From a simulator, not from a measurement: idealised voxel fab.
Process module, titled voxel transistor to metal
The cross-section shown here is cut; it is 295 nm wide and divided into square cells measuring 5 nm on a side.
Cross-section layout: square cells on a grid; listed as bands, top to bottom; a band spans one or more cell rows. Top height, bottom height, nm. Materials left to right, width each, nm. Single material + "throughout" = fills band edge to edge. "empty" = empty. Where do heights start? At 0: under that level the wafer as delivered is made of one material only. And the lowest band has no floor; it just carries on downward, as in "z 0 and below". When a width is written as two numbers, as in "30 to 40", the first number is the width in the top row of cells of the band and the second is the width in its bottom row, and the width changes by the same amount from each row to the next. "changes: none" for a step: no cell of the cross-section changed in that step. Reported under the label "Closed internal cavities" are the empty spaces having no open way to the top and comprising 8 cells or more; the notation for each is width x height at distance, in which the distance is measured from the left edge and all three values are in nm. It should be noted that, on the line of a given step, the content following the step's settings is a remark produced by the simulator itself with respect to that step. Regarding "overlay nm": on a step with a mask, it is the distance the mask lay to the right of its planned place; a negative value places it to the left.
Plan
1. RECEIVE,material Si
2. OXIDIZE,depth nm 5
3. CONFORMAL_DEP,material SiN,thk nm 15
4. MASKED_ETCH,tone cover,mask id ACTIVE,width nm 115,pitch nm 135,etch materials SiN,depth nm 15,overlay nm 0
5. MASKED_ETCH,tone cover,mask id ACTIVE,width nm 115,pitch nm 135,etch materials SiO2,depth nm 5,overlay nm 0
6. MASKED_ETCH,tone cover,mask id ACTIVE,width nm 115,pitch nm 135,etch materials Si,depth nm 35,overlay nm 0
7. FILL_DEP,material SiO2,thk nm 15
8. CMP,height nm 15
9. SELECTIVE_ETCH,etch materials SiO2,depth nm 5
10. STRIP,etch materials SiN
11. SELECTIVE_ETCH,etch materials SiO2,depth nm 5
12. OXIDIZE,depth nm 5
13. DIRECTIONAL_DEP,material polySi,thk nm 20
14. DIRECTIONAL_DEP,material SiCN,thk nm 15
15. DIRECTIONAL_DEP,material aC,thk nm 15
16. PATTERN,tone cover,mask id GATE,material resist,width nm 15,pitch nm 135,thk nm 35,overlay nm 0
17. DIRECTIONAL_ETCH,etch materials aC,depth nm 15
18. STRIP,etch materials resist
19. DIRECTIONAL_ETCH,etch materials SiCN,depth nm 25
20. DIRECTIONAL_ETCH,etch materials polySi,depth nm 30
21. STRIP,etch materials aC
22. CONFORMAL_DEP,material SiN,thk nm 5
23. DIRECTIONAL_ETCH,etch materials SiN,depth nm 5
24. DIRECTIONAL_ETCH,etch materials SiO2,depth nm 5
25. DIRECTIONAL_ETCH,etch materials Si,depth nm 5
26. EPI,material pSi,thk nm 10
27. FILL_DEP,material SiO2,thk nm 10
28. CMP,height nm 30
29. DIRECTIONAL_DEP,material SiO2,thk nm 15
30. MASKED_ETCH,tone open,mask id CONTACT,width nm 20,etch materials SiO2,depth nm 50,overlay nm 0
31. CONFORMAL_DEP,material TiN,thk nm 5
32. FILL_DEP,material W,thk nm 10
33. CMP,height nm 45
34. DIRECTIONAL_DEP,material TiN,thk nm 5
35. DIRECTIONAL_DEP,material Ru,thk nm 20
36. DIRECTIONAL_DEP,material aC,thk nm 15
37. PATTERN,tone cover,mask id METAL_1,material resist,width nm 20,thk nm 30,overlay nm 0
38. DIRECTIONAL_ETCH,etch materials aC,depth nm 15
39. STRIP,etch materials resist
40. DIRECTIONAL_ETCH,etch materials Ru,depth nm 20
41. DIRECTIONAL_ETCH,etch materials TiN,depth nm 5
42. STRIP,etch materials aC
43. CONFORMAL_DEP,material SiCN,thk nm 5
44. FILL_DEP,material SiO2,thk nm 10
45. CMP,height nm 70
46. CONFORMAL_DEP,material SiN,thk nm 5
Step 1 complete: cross-section of the wafer as received
  z 0 and below  Si throughout
  Closed internal cavities: none
The following cross-section depicts the wafer upon conclusion of the module. Processing commenced from the starting condition illustrated above and adhered to the plan illustrated above, save for one mistake in execution
  z 75 to 70  SiN throughout
  z 70 to 50  25 SiO2, then 5 SiCN, then 20 Ru, then 5 SiCN, then 45 SiO2, then 5 SiCN, then 20 Ru, then 5 SiCN, then 30 SiO2, then 5 SiCN, then 20 Ru, then 5 SiCN, then 45 SiO2, then 5 SiCN, then 20 Ru, then 5 SiCN, then 30 SiO2
  z 50 to 45  30 SiCN, then 20 TiN, then 55 SiCN, then 20 TiN, then 40 SiCN, then 20 TiN, then 55 SiCN, then 20 TiN, then 35 SiCN
  z 45 to 30  30 SiO2, then 5 TiN, then 10 W, then 5 TiN, then 55 SiO2, then 5 TiN, then 10 W, then 5 TiN, then 40 SiO2, then 5 TiN, then 10 W, then 5 TiN, then 55 SiO2, then 5 TiN, then 10 W, then 5 TiN, then 35 SiO2
  z 30 to 25  30 SiO2, then 5 TiN, then 10 W, then 5 TiN, then 15 SiO2, then 5 SiN, then 15 SiCN, then 5 SiN, then 15 SiO2, then 5 TiN, then 10 W, then 5 TiN, then 40 SiO2, then 5 TiN, then 10 W, then 5 TiN, then 15 SiO2, then 5 SiN, then 15 SiCN, then 5 SiN, then 15 SiO2, then 5 TiN, then 10 W, then 5 TiN, then 35 SiO2
  z 25 to 5  30 SiO2, then 5 TiN, then 10 W, then 5 TiN, then 15 SiO2, then 5 SiN, then 15 polySi, then 5 SiN, then 15 SiO2, then 5 TiN, then 10 W, then 5 TiN, then 40 SiO2, then 5 TiN, then 10 W, then 5 TiN, then 15 SiO2, then 5 SiN, then 15 polySi, then 5 SiN, then 15 SiO2, then 5 TiN, then 10 W, then 5 TiN, then 35 SiO2
  z 5 to 0  20 SiO2, then 5 SiN, then 5 SiO2, then 5 TiN, then 10 W, then 5 TiN, then 55 SiO2, then 5 TiN, then 10 W, then 5 TiN, then 5 SiO2, then 5 SiN, then 20 SiO2, then 5 SiN, then 5 SiO2, then 5 TiN, then 10 W, then 5 TiN, then 55 SiO2, then 5 TiN, then 10 W, then 5 TiN, then 5 SiO2, then 5 SiN, then 25 SiO2
  z 0 to -5  10 SiO2, then 10 pSi, then 5 SiN, then 5 SiO2, then 20 TiN, then 55 SiO2, then 20 TiN, then 5 SiO2, then 5 SiN, then 20 pSi, then 5 SiN, then 5 SiO2, then 20 TiN, then 55 SiO2, then 20 TiN, then 5 SiO2, then 5 SiN, then 10 pSi, then 15 SiO2
  z -5 to -10  20 pSi, then 10 SiO2, then 95 Si, then 10 SiO2, then 20 pSi, then 10 SiO2, then 95 Si, then 10 SiO2, then 25 pSi
  z -10 to -15  20 pSi, then 115 Si, then 20 pSi, then 115 Si, then 25 pSi
  z -15 and below  Si throughout
  Closed internal cavities: none
Diagnosis: heads up, step 4 didn't go per plan, it actually ran as MASKED_ETCH,tone open,mask id ACTIVE,width nm 115,pitch nm 135,etch materials SiN,depth nm 15,overlay nm 0
